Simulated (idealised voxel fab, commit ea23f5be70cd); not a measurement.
This is a process module. Its name is voxel ribs on slabs.
We display cut, a cross-section 165 nm in width whose square cells are each 5 nm.
Cross-section layout: square cells on a grid; listed as bands, top to bottom; a band spans one or more cell rows. Read a band's entry like this: the first values are the height of its top and the height of its bottom in nm, and what follows is the sequence of materials from left to right, each with its width in nm. Note that "blank" is empty space, and that a single material marked "everywhere" reaches across the band from edge to edge. Beneath 0, the wafer as received is one material, and that level is where height counting begins. The lowest band goes on downward without a bottom; it is written like "from 0 down". A width given as "30..40" starts at the first number in the band's top row and ends at the second number in its bottom row, shifting by an equal amount at every step from row to row. A step reported as "same as before" is a step in which no cell of the cross-section changed. This entry, "Sealed void listing", enumerates those empty regions of no fewer than 8 cells that possess no open connection to the top. Each region is reported in the form width x height at distance, the distance being taken from the left edge, with all three quantities expressed in nm. Formally, on a step line, whatever follows the settings is a remark that the simulator itself makes on the step. For masked steps, "overlay nm" on the step line gives how far right of plan the mask actually lay; a minus sign means it lay to the left.

-- The process steps that were planned are listed below
1. RECEIVE | material Si
2. DIRECTIONAL_DEP | material SiO2 | thk nm 30
3. DIRECTIONAL_DEP | material polySi | thk nm 20
4. MASKED_ETCH | tone cover | mask id RIB | width nm 30 | etch materials polySi | depth nm 15 | overlay nm 0
5. MASKED_ETCH | tone cover | mask id SLAB | width nm 70 | etch materials polySi | depth nm 5 | overlay nm 0
6. FILL_DEP | material SiO2 | thk nm 20
7. CMP | height nm 60
8. DIRECTIONAL_DEP | material W | thk nm 5
9. PATTERN | tone cover | mask id HEATER | material resist | width nm 40 | thk nm 20 | overlay nm 0
10. DIRECTIONAL_ETCH | etch materials W | depth nm 5
11. STRIP | etch materials resist
12. CONFORMAL_DEP | material SiO2 | thk nm 5

-- Cross-section of the wafer as it came to us, i.e., already through step 1
* from 0 down  Si everywhere
* Sealed void listing: none

-- Post-module cross-section of the first of two wafers (run per plan)
* from 70 to 65  blank: 55, SiO2: 50, blank: 60
* from 65 to 60  SiO2: 60, W: 40, SiO2: 65
* from 60 to 50  SiO2 everywhere
* from 50 to 35  SiO2: 65, polySi: 30, SiO2: 70
* from 35 to 30  SiO2: 45, polySi: 70, SiO2: 50
* from 30 to 0  SiO2 everywhere
* from 0 down  Si everywhere
* Sealed void listing: none

-- What the second wafer looks like in cross-section once the module is done. Its start and its plan matched the first wafer's exactly; what differed was one mistake in how it was run
* from 70 to 65  blank: 55, SiO2: 50, blank: 60
* from 65 to 60  SiO2: 60, W: 40, SiO2: 65
* from 60 to 45  SiO2: 65, polySi: 30, SiO2: 70
* from 45 to 40  SiO2: 45, polySi: 70, SiO2: 50
* from 40 to 0  SiO2 everywhere
* from 0 down  Si everywhere
* Sealed void listing: none
Finding, execution versus plan: rather than as planned, step 2 actually ran as DIRECTIONAL_DEP | material SiO2 | thk nm 40
Same inventory, different map: at the end, the second wafer holds as many cells of each material as the first, placed elsewhere.
